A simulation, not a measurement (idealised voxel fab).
Documented hereafter: the process module known as voxel self aligned contacts.
Square cell edge 5 nm, section width 235 nm, ID cut.
Cross-section format: a grid of square cells, given as bands from top to bottom; each band is one or more rows of cells.
Top, bottom (nm), then materials left to right with widths (nm); lone material tagged "full width" fills the whole band edge to edge; "air" = empty space.
Height reference: 0 = level under which incoming wafer is all one material. Lowest band: no bottom, runs on downward, e.g. "0 nm and below".
Width "30 to 40": first value at the band's top row of cells, second value at its bottom row, equal change from row to row.
Any step labelled "stayed the same" changed none of the cells in the cross-section.
Closed-off voids of 8+ cells (no open route to the top) go in "closed voids", written width x height at distance from the left edge, in nm.
On each step's line, the part that comes after the settings is the simulator's own comment on the step.
If you see "overlay nm" on a step's line and that step has a mask, it's telling you how far right of where it was planned the mask ended up; a negative number means it went left instead.
THE STEPS PLANNED FOR THE PROCESS ARE AS FOLLOWS
1) RECEIVE [material Si]
2) CONFORMAL_DEP [material SiO2] [thk nm 5]
3) DIRECTIONAL_DEP [material polySi] [thk nm 20]
4) DIRECTIONAL_DEP [material SiN] [thk nm 20]
5) DIRECTIONAL_DEP [material aC] [thk nm 10]
6) PATTERN [tone cover] [mask id GATE] [material resist] [width nm 35] [pitch nm 75] [thk nm 25] [overlay nm 0]
7) DIRECTIONAL_ETCH [etch materials aC] [depth nm 10]
8) STRIP [etch materials resist]
9) DIRECTIONAL_ETCH [etch materials SiN] [depth nm 20]
10) DIRECTIONAL_ETCH [etch materials polySi] [depth nm 20]
11) STRIP [etch materials aC]
12) CONFORMAL_DEP [material SiN] [thk nm 10]
13) DIRECTIONAL_ETCH [etch materials SiN] [depth nm 10]
14) FILL_DEP [material SiO2] [thk nm 20]
15) CMP [height nm 55]
16) PATTERN [tone open] [mask id CONTACT] [material resist] [width nm 60] [pitch nm 75] [thk nm 15] [overlay nm 0]
17) DIRECTIONAL_ETCH [etch materials SiO2] [depth nm 55]
18) STRIP [etch materials resist]
19) CONFORMAL_DEP [material TiN] [thk nm 5]
20) FILL_DEP [material W] [thk nm 5]
21) CMP [height nm 55]
22) CONFORMAL_DEP [material SiN] [thk nm 5]
AS RECEIVED, AFTER STEP 1
  0 nm and below = Si full width
  closed voids: none
WAFER AT MODULE END, IN SECTION. BEGAN AS ABOVE, PLANNED AS ABOVE, RUN WITH ONE MISTAKE
  60 nm to 55 nm = SiN full width
  55 nm to 40 nm = 50 nm SiO2; 5 nm TiN; 50 nm W; 5 nm TiN; 15 nm SiO2; 5 nm TiN; 50 nm W; 5 nm TiN; 50 nm SiO2
  40 nm to 35 nm = 50 nm SiO2; 15 nm TiN; 30 nm W; 15 nm TiN; 15 nm SiO2; 15 nm TiN; 30 nm W; 15 nm TiN; 50 nm SiO2
  35 nm to 25 nm = 25 nm SiO2; 35 nm SiN; 5 nm TiN; 30 nm W; 5 nm TiN; 35 nm SiN; 5 nm TiN; 30 nm W; 5 nm TiN; 35 nm SiN; 25 nm SiO2
  25 nm to 5 nm = 25 nm SiO2; 35 nm polySi; 5 nm TiN; 30 nm W; 5 nm TiN; 35 nm polySi; 5 nm TiN; 30 nm W; 5 nm TiN; 35 nm polySi; 25 nm SiO2
  5 nm to 0 nm = 60 nm SiO2; 40 nm TiN; 35 nm SiO2; 40 nm TiN; 60 nm SiO2
  0 nm and below = Si full width
  closed voids: none
Run error: the plan's step 12 went unexecuted, having been skipped
